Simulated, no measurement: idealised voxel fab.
The process module presented herein is designated voxel self aligned contacts.
Square cell edge 5 nm, section width 225 nm, ID cut.
In this document a cross-section is written as a grid of square cells. It is given as a series of bands, listed from the top down, and a band is one or more rows of cells. Heads up on the band format: heights come first, top then bottom, in nm. After that it's the materials left to right, each with its width in nm. A single material flagged "all across" fills the whole band edge to edge, and "blank" means there's empty space there. Heights are measured from 0, the level below which the as-received wafer is all one material; the lowest band has no bottom and continues downward, written as in "z 0 and below". The width entry "30..40" should be interpreted row by row: the top row of cells in the band takes the first number, the bottom row takes the second number, and the change between adjacent rows is uniform throughout. When a step is marked "no alteration", none of the cells in the cross-section changed during that step. Under "Enclosed empty spaces" you'll find the enclosed gaps, the ones with no way out to the top, that are 8 cells or bigger; each reads width x height at distance, with distance counted from the left edge, everything in nm. Read whatever lies past the settings on a step's line as the simulator's own remark about the step. overlay nm: how far to the right of its planned place the mask lay on this masked step (negative: to the left).
So here's the lineup of process steps we planned:
1 RECEIVE, material Si
2 CONFORMAL_DEP, material SiO2, thk nm 5
3 DIRECTIONAL_DEP, material polySi, thk nm 20
4 DIRECTIONAL_DEP, material SiN, thk nm 20
5 PATTERN, tone cover, mask id GATE, material resist, width nm 35, pitch nm 65, thk nm 15, overlay nm 0
6 DIRECTIONAL_ETCH, etch materials SiN, depth nm 20
7 DIRECTIONAL_ETCH, etch materials polySi, depth nm 20
8 STRIP, etch materials resist
9 CONFORMAL_DEP, material SiN, thk nm 5
10 DIRECTIONAL_ETCH, etch materials SiN, depth nm 5
11 FILL_DEP, material SiO2, thk nm 15
12 CMP, height nm 50
13 PATTERN, tone open, mask id CONTACT, material resist, width nm 40, thk nm 15, overlay nm 0
14 DIRECTIONAL_ETCH, etch materials SiO2, depth nm 50
15 STRIP, etch materials resist
16 CONFORMAL_DEP, material TiN, thk nm 5
17 FILL_DEP, material Ru, thk nm 10
18 CMP, height nm 50
19 CONFORMAL_DEP, material SiCN, thk nm 5
Cross-section of the incoming wafer, state after step 1:
- z 0 and below = Si all across
- Enclosed empty spaces: none
The first of the two wafers as seen in cross-section once the module was finished; processing followed the plan:
- z 55 to 50 = SiCN all across
- z 50 to 45 = 90 of SiO2  15 of TiN  10 of Ru  15 of TiN  95 of SiO2
- z 45 to 25 = 55 of SiO2  45 of SiN  5 of TiN  10 of Ru  5 of TiN  45 of SiN  60 of SiO2
- z 25 to 5 = 55 of SiO2  5 of SiN  35 of polySi  5 of SiN  5 of TiN  10 of Ru  5 of TiN  5 of SiN  35 of polySi  5 of SiN  60 of SiO2
- z 5 to 0 = 100 of SiO2  20 of TiN  105 of SiO2
- z 0 and below = Si all across
- Enclosed empty spaces: none
Here's the second of our two wafers sectioned at module end. Same start as the first, same plan, but one mistake got made running it:
- z 55 to 50 = SiCN all across
- z 50 to 45 = 55 of SiO2  45 of SiN  5 of TiN  10 of Ru  5 of TiN  45 of SiN  60 of SiO2
- z 45 to 30 = 55 of SiO2  5 of SiN  35 of polySi  5 of SiN  5 of TiN  10 of Ru  5 of TiN  5 of SiN  35 of polySi  5 of SiN  60 of SiO2
- z 30 to 25 = 55 of SiO2  5 of SiN  35 of polySi  5 of SiN  20 of TiN  5 of SiN  35 of polySi  5 of SiN  60 of SiO2
- z 25 to 5 = polySi all across
- z 5 to 0 = SiO2 all across
- z 0 and below = Si all across
- Enclosed empty spaces: none
So what did we get wrong on this run? heads up, step 3 of the plan got done twice
Final wafer comparison in cells, second versus first, more or fewer per material: Ru: 10 fewer, SiN: 54 fewer, SiO2: 102 fewer, TiN: 14 fewer, polySi: 180 more
